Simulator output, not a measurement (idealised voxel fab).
The following is a process module called voxel self aligned contacts.
Section cut is 295 nm wide and gridded with 5 nm square cells.
How to read a cross-section here: the picture is a grid of square cells, written as bands going from the top down, and any band can span one or more rows of cells. Band: top height; bottom height; in nm. Then, left to right: material with width in nm, for each material. "full width": a single material spanning edge to edge. "blank": empty space. Height datum 0, below which the as-received substrate wafer is one material. Lowest band open at the bottom, running downward: "top 0, no bottom". Graded width ("30->40"): value in top row of band = first number; value in bottom row = second number; row-to-row change constant. Basically "no modifications" means that step didn't change any cell in the cross-section. Basically, "Unvented internal voids" tells you about the enclosed voids: empty spaces with no open way to the top, 8 cells or bigger, each written width x height at distance, where distance is from the left edge, all in nm. Post-settings text on a step line: simulator's own remark regarding the step. The "overlay nm" setting may appear on a step's line; for a step that uses a mask, it gives how far to the right of its planned position the mask lay, and a negative value indicates the left.

The following list gives the planned process steps
1) RECEIVE: material Si
2) CONFORMAL_DEP: material SiO2, thk nm 5
3) DIRECTIONAL_DEP: material polySi, thk nm 25
4) DIRECTIONAL_DEP: material SiN, thk nm 20
5) PATTERN: tone cover, mask id GATE, material resist, width nm 30, pitch nm 75, thk nm 15, overlay nm 0
6) DIRECTIONAL_ETCH: etch materials SiN, depth nm 20
7) DIRECTIONAL_ETCH: etch materials polySi, depth nm 25
8) STRIP: etch materials resist
9) CONFORMAL_DEP: material SiN, thk nm 10
10) DIRECTIONAL_ETCH: etch materials SiN, depth nm 10
11) FILL_DEP: material SiO2, thk nm 15
12) CMP: height nm 55
13) MASKED_ETCH: tone open, mask id CONTACT, width nm 55, etch materials SiO2, depth nm 55, overlay nm 0
14) CONFORMAL_DEP: material TiN, thk nm 5
15) FILL_DEP: material Ru, thk nm 5
16) CMP: height nm 55
17) CONFORMAL_DEP: material SiN, thk nm 5

Cross-sectional view of the wafer in its as-received condition, corresponding to the state after step 1
> top 0, no bottom = Si full width
> Unvented internal voids: none

First wafer of two, sectioned at end of module; run went per plan
> top 60, bottom 55 = SiN full width
> top 55, bottom 50 = SiO2: 120  TiN: 20  Ru: 15  TiN: 20  SiO2: 120
> top 50, bottom 30 = SiO2: 85  SiN: 50  TiN: 5  Ru: 15  TiN: 5  SiN: 50  SiO2: 85
> top 30, bottom 5 = SiO2: 85  SiN: 10  polySi: 30  SiN: 10  TiN: 5  Ru: 15  TiN: 5  SiN: 10  polySi: 30  SiN: 10  SiO2: 85
> top 5, bottom 0 = SiO2: 135  TiN: 25  SiO2: 135
> top 0, no bottom = Si full width
> Unvented internal voids: none

Wafer two (of two), end-of-module cross-section: start = wafer one, plan = wafer one, one run mistake
> top 60, bottom 55 = SiN full width
> top 55, bottom 50 = SiO2: 115  TiN: 25  Ru: 15  TiN: 15  SiO2: 125
> top 50, bottom 30 = SiO2: 85  SiN: 50  TiN: 5  Ru: 15  TiN: 5  SiN: 50  SiO2: 85
> top 30, bottom 5 = SiO2: 85  SiN: 10  polySi: 30  SiN: 10  TiN: 5  Ru: 15  TiN: 5  SiN: 10  polySi: 30  SiN: 10  SiO2: 85
> top 5, bottom 0 = SiO2: 135  TiN: 25  SiO2: 135
> top 0, no bottom = Si full width
> Unvented internal voids: none
Deviation noted in wafer processing: not per plan at step 13, really ran MASKED_ETCH: tone open, mask id CONTACT, width nm 55, etch materials SiO2, depth nm 55, overlay nm -5
So at the finish, the second wafer's got exactly as many cells of each material as the first, just not in the same spots.
